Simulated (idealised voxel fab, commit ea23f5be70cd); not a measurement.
Title: Process Module voxel gate over fins
Square cells of 5 nm make up the cross-section cut, whose width is 220 nm.
If you're reading a cross-section in this doc, picture square cells in a grid; it comes to you as bands, top ones listed first down to the bottom, and a band can be one or more rows of cells.
Basically the band line says how high the top is and how high the bottom is, in nm, and then what's in it from left to right, every material with its width in nm. Empty space shows up as "air", and if a single material carries "full width" it runs the full band edge to edge.
Measure heights from 0. That's the level where, below it, the as-received wafer is all one material. The lowest band is bottomless and extends downward; write it as in "0 down".
So if you see something like "30->40" for the width, read it as the top row of the band sitting at the first number and the bottom row at the second, with every row in between moving by the same amount as the last.
The designation "nothing changed", where it is given for a processing step, indicates that no cell of the cross-section was altered in the course of that step.
Closed empty spaces (no open way to the top) of 8 cells or more are what "Closed void listing" lists, each as width x height at distance from the left edge, nm for all three.
Post-settings text on a step line: simulator's own remark regarding the step.
"overlay nm", when on a step's line for a step with a mask, measures how far to the right of its planned place the mask lay; a negative measure means to the left.

# Set out below are the planned steps of the process
- 1: RECEIVE (material Si)
- 2: CONFORMAL_DEP (material SiN; thk nm 10)
- 3: PATTERN (tone cover; mask id FINS; material resist; width nm 15; pitch nm 50; thk nm 15; overlay nm 0)
- 4: DIRECTIONAL_ETCH (etch materials SiN; depth nm 10)
- 5: DIRECTIONAL_ETCH (etch materials Si; depth nm 35)
- 6: STRIP (etch materials resist)
- 7: OXIDIZE (depth nm 5)
- 8: FILL_DEP (material SiO2; thk nm 10)
- 9: CMP (height nm 10)
- 10: PATTERN (tone open; mask id RAIL; material resist; width nm 15; thk nm 20; overlay nm 0)
- 11: DIRECTIONAL_ETCH (etch materials SiO2; depth nm 40)
- 12: STRIP (etch materials resist)
- 13: CONFORMAL_DEP (material TiN; thk nm 5)
- 14: FILL_DEP (material W; thk nm 5)
- 15: CMP (height nm 10)
- 16: SELECTIVE_ETCH (etch materials W Ru TiN; depth nm 30)
- 17: FILL_DEP (material SiO2; thk nm 5)
- 18: CMP (height nm 10)
- 19: SELECTIVE_ETCH (etch materials SiO2; depth nm 25)
- 20: STRIP (etch materials SiN)
- 21: CONFORMAL_DEP (material HfO2; thk nm 5)
- 22: CONFORMAL_DEP (material TiN; thk nm 5)
- 23: FILL_DEP (material W; thk nm 15)
- 24: CMP (height nm 20)
- 25: CONFORMAL_DEP (material SiCN; thk nm 10)

# Wafer at receipt (post step 1), cross-section
	0 down: Si full width
	Closed void listing: none

# As-planned run: cross-section of the first of two wafers at end of module
	30 to 20: SiCN full width
	20 to 10: W full width
	10 to 5: 20 nm W, 25 nm TiN, 25 nm W, 25 nm TiN, 25 nm W, 25 nm TiN, 25 nm W, 25 nm TiN, 25 nm W
	5 to 0: 20 nm W, 5 nm TiN, 15 nm HfO2, 5 nm TiN, 25 nm W, 5 nm TiN, 15 nm HfO2, 5 nm TiN, 25 nm W, 5 nm TiN, 15 nm HfO2, 5 nm TiN, 25 nm W, 5 nm TiN, 15 nm HfO2, 5 nm TiN, 25 nm W
	0 to -5: 20 nm W, 5 nm TiN, 5 nm HfO2, 5 nm Si, 5 nm HfO2, 5 nm TiN, 25 nm W, 5 nm TiN, 5 nm HfO2, 5 nm Si, 5 nm HfO2, 5 nm TiN, 25 nm W, 5 nm TiN, 5 nm HfO2, 5 nm Si, 5 nm HfO2, 5 nm TiN, 25 nm W, 5 nm TiN, 5 nm HfO2, 5 nm Si, 5 nm HfO2, 5 nm TiN, 25 nm W
	-5 to -10: 25 nm TiN, 5 nm HfO2, 5 nm Si, 5 nm HfO2, 35 nm TiN, 5 nm HfO2, 5 nm Si, 5 nm HfO2, 35 nm TiN, 5 nm HfO2, 5 nm Si, 5 nm HfO2, 35 nm TiN, 5 nm HfO2, 5 nm Si, 5 nm HfO2, 30 nm TiN
	-10 to -15: 30 nm HfO2, 5 nm Si, 45 nm HfO2, 5 nm Si, 45 nm HfO2, 5 nm Si, 45 nm HfO2, 5 nm Si, 35 nm HfO2
	-15 to -20: 30 nm SiO2, 5 nm Si, 45 nm SiO2, 5 nm Si, 45 nm SiO2, 5 nm Si, 45 nm SiO2, 5 nm Si, 35 nm SiO2
	-20 to -25: 30 nm SiO2, 5 nm Si, 15 nm SiO2, 5 nm TiN, 5 nm W, 5 nm TiN, 15 nm SiO2, 5 nm Si, 45 nm SiO2, 5 nm Si, 45 nm SiO2, 5 nm Si, 35 nm SiO2
	-25 to -30: 30 nm SiO2, 5 nm Si, 15 nm SiO2, 15 nm TiN, 15 nm SiO2, 5 nm Si, 45 nm SiO2, 5 nm Si, 45 nm SiO2, 5 nm Si, 35 nm SiO2
	-30 to -40: 30 nm SiO2, 5 nm Si, 45 nm SiO2, 5 nm Si, 45 nm SiO2, 5 nm Si, 45 nm SiO2, 5 nm Si, 35 nm SiO2
	-40 down: Si full width
	Closed void listing: none

# Second wafer of the two, sectioned at the end of the module. It began like the first and followed the same plan, but one mistake was made while running it
	30 to 20: SiCN full width
	20 to 10: W full width
	10 to 5: 20 nm W, 25 nm TiN, 25 nm W, 25 nm TiN, 25 nm W, 25 nm TiN, 25 nm W, 25 nm TiN, 25 nm W
	5 to 0: 25 nm TiN, 15 nm HfO2, 35 nm TiN, 15 nm HfO2, 35 nm TiN, 15 nm HfO2, 35 nm TiN, 15 nm HfO2, 30 nm TiN
	0 to -5: 30 nm HfO2, 5 nm Si, 45 nm HfO2, 5 nm Si, 45 nm HfO2, 5 nm Si, 45 nm HfO2, 5 nm Si, 35 nm HfO2
	-5 to -20: 30 nm SiO2, 5 nm Si, 45 nm SiO2, 5 nm Si, 45 nm SiO2, 5 nm Si, 45 nm SiO2, 5 nm Si, 35 nm SiO2
	-20 to -25: 30 nm SiO2, 5 nm Si, 15 nm SiO2, 5 nm TiN, 5 nm W, 5 nm TiN, 15 nm SiO2, 5 nm Si, 45 nm SiO2, 5 nm Si, 45 nm SiO2, 5 nm Si, 35 nm SiO2
	-25 to -30: 30 nm SiO2, 5 nm Si, 15 nm SiO2, 15 nm TiN, 15 nm SiO2, 5 nm Si, 45 nm SiO2, 5 nm Si, 45 nm SiO2, 5 nm Si, 35 nm SiO2
	-30 to -40: 30 nm SiO2, 5 nm Si, 45 nm SiO2, 5 nm Si, 45 nm SiO2, 5 nm Si, 45 nm SiO2, 5 nm Si, 35 nm SiO2
	-40 down: Si full width
	Closed void listing: none
It is concluded that the wafer was processed incorrectly with respect to the plan, in that rather than as planned, step 19 actually ran as SELECTIVE_ETCH (etch materials SiO2; depth nm 15)
The closing comparison, in cells, has the second wafer with more or fewer of some materials than the first: -16 HfO2; +80 SiO2; -16 TiN; -48 W
